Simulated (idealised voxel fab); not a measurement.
voxel wiring stack: a process module
Section cut is 140 nm wide and gridded with 5 nm square cells.
Throughout this document, each cross-section is represented as a grid of square cells and is presented as a sequence of bands enumerated from the top downward, where a band comprises one or more rows of cells. This entry defines a band. It first specifies the height of the band's top and the height of its bottom in nm, and then specifies the band's materials from left to right, stating each material with its width in nm. The word "all across" identifies a single material that fills the band from edge to edge, while the word "empty" identifies empty space. Heights are expressed relative to 0, this being the level below which the as-received wafer comprises one material exclusively. The lowest band is unbounded in the downward direction and is denoted as in "from 0 down". Top row gets the first number, bottom row gets the second, and each row in between changes by the same step: that is how a band width like "30->40" works. "nothing changed" means the step left every cell of the cross-section as it was. Each empty space that has no open way to the top and spans at least 8 cells appears under "Sealed internal voids" as width x height at distance, the distance counted from the left edge, all in nm. The remark found on a step's line after its settings is issued by the simulator itself and pertains to that step. "overlay nm" answers the question of how far to the right of plan the mask lay on a step that has a mask, and when it is negative the answer is to the left.

This section lists the process steps that were planned
- 1: RECEIVE,material Si
- 2: CONFORMAL_DEP,material SiO2,thk nm 15
- 3: DIRECTIONAL_DEP,material TiN,thk nm 5
- 4: DIRECTIONAL_DEP,material Ru,thk nm 25
- 5: MASKED_ETCH,tone cover,mask id METAL_1,width nm 25,pitch nm 40,etch materials Ru,depth nm 25,overlay nm 0
- 6: MASKED_ETCH,tone cover,mask id METAL_1,width nm 25,pitch nm 40,etch materials TiN,depth nm 5,overlay nm 0
- 7: FILL_DEP,material lowk,thk nm 5
- 8: CMP,height nm 45
- 9: CONFORMAL_DEP,material SiCN,thk nm 5
- 10: DIRECTIONAL_DEP,material lowk,thk nm 20
- 11: MASKED_ETCH,tone open,mask id PLUG_1,width nm 15,pitch nm 80,etch materials lowk,depth nm 20,overlay nm 0
- 12: MASKED_ETCH,tone open,mask id PLUG_1,width nm 15,pitch nm 80,etch materials SiCN,depth nm 5,overlay nm 0
- 13: EPI,material Ru,thk nm 10
- 14: EPI,material Ru,thk nm 10
- 15: EPI,material Ru,thk nm 5
- 16: CONFORMAL_DEP,material SiCN,thk nm 5
- 17: DIRECTIONAL_DEP,material SiO2,thk nm 25
- 18: MASKED_ETCH,tone open,mask id METAL_2,width nm 25,pitch nm 40,etch materials SiO2,depth nm 25,overlay nm 0
- 19: MASKED_ETCH,tone open,mask id METAL_2,width nm 25,pitch nm 40,etch materials SiCN,depth nm 5,overlay nm 0
- 20: CONFORMAL_DEP,material TiN,thk nm 5
- 21: FILL_DEP,material Cu,thk nm 5
- 22: CMP,height nm 100
- 23: EPI,material Ru,thk nm 5
- 24: FILL_DEP,material SiCN,thk nm 5
Same starting wafers, different overlay nm at step 11. Plan value belongs to the first wafer.

First of several wafers (as received, post step 1), cross-sectional view
	from 0 down | Si all across
	Sealed internal voids: none

Post step 24, the closing step of the module: first of several wafers, cross-sectioned
	from 110 to 105 | SiCN all across
	from 105 to 100 | SiCN 10; Ru 35; SiCN 5; Ru 35; SiCN 5; Ru 35; SiCN 15
	from 100 to 75 | SiO2 15; TiN 5; Cu 15; TiN 5; SiO2 15; TiN 5; Cu 15; TiN 5; SiO2 15; TiN 5; Cu 15; TiN 5; SiO2 20
	from 75 to 70 | SiCN 15; TiN 25; SiCN 15; TiN 25; SiCN 15; TiN 25; SiCN 20
	from 70 to 50 | lowk 15; Ru 15; lowk 65; Ru 15; lowk 30
	from 50 to 45 | SiCN 15; Ru 15; SiCN 65; Ru 15; SiCN 30
	from 45 to 20 | lowk 15; Ru 25; lowk 15; Ru 25; lowk 15; Ru 25; lowk 20
	from 20 to 15 | lowk 15; TiN 25; lowk 15; TiN 25; lowk 15; TiN 25; lowk 20
	from 15 to 0 | SiO2 all across
	from 0 down | Si all across
	Sealed internal voids: none

A cross-section through the last wafer at the close of the module
	from 110 to 105 | SiCN all across
	from 105 to 100 | SiCN 10; Ru 35; SiCN 5; Ru 35; SiCN 5; Ru 35; SiCN 15
	from 100 to 75 | SiO2 15; TiN 5; Cu 15; TiN 5; SiO2 15; TiN 5; Cu 15; TiN 5; SiO2 15; TiN 5; Cu 15; TiN 5; SiO2 20
	from 75 to 70 | SiCN 15; TiN 25; SiCN 15; TiN 25; SiCN 15; TiN 25; SiCN 20
	from 70 to 50 | lowk 30; SiCN 5; TiN 5; SiCN 5; lowk 65; SiCN 5; TiN 5; SiCN 5; lowk 15
	from 50 to 45 | SiCN all across
	from 45 to 20 | lowk 15; Ru 25; lowk 15; Ru 25; lowk 15; Ru 25; lowk 20
	from 20 to 15 | lowk 15; TiN 25; lowk 15; TiN 25; lowk 15; TiN 25; lowk 20
	from 15 to 0 | SiO2 all across
	from 0 down | Si all across
	Sealed internal voids: none

Quick key for the table: a row per wafer, taken at the end of the module. For each material it tells you how many cells the wafer gained (+) or lost (-) since it came in, and the closed voids come after
overlay nm 0 | +45 Cu | +126 Ru | +70 SiCN | +149 SiO2 | +60 TiN | +166 lowk | Sealed internal voids: none
overlay nm 5 | +45 Cu | +124 Ru | +72 SiCN | +149 SiO2 | +60 TiN | +166 lowk | Sealed internal voids: none
overlay nm 10 | +45 Cu | +122 Ru | +74 SiCN | +149 SiO2 | +60 TiN | +166 lowk | Sealed internal voids: none
overlay nm 15 | +45 Cu | +96 Ru | +92 SiCN | +149 SiO2 | +68 TiN | +166 lowk | Sealed internal voids: none
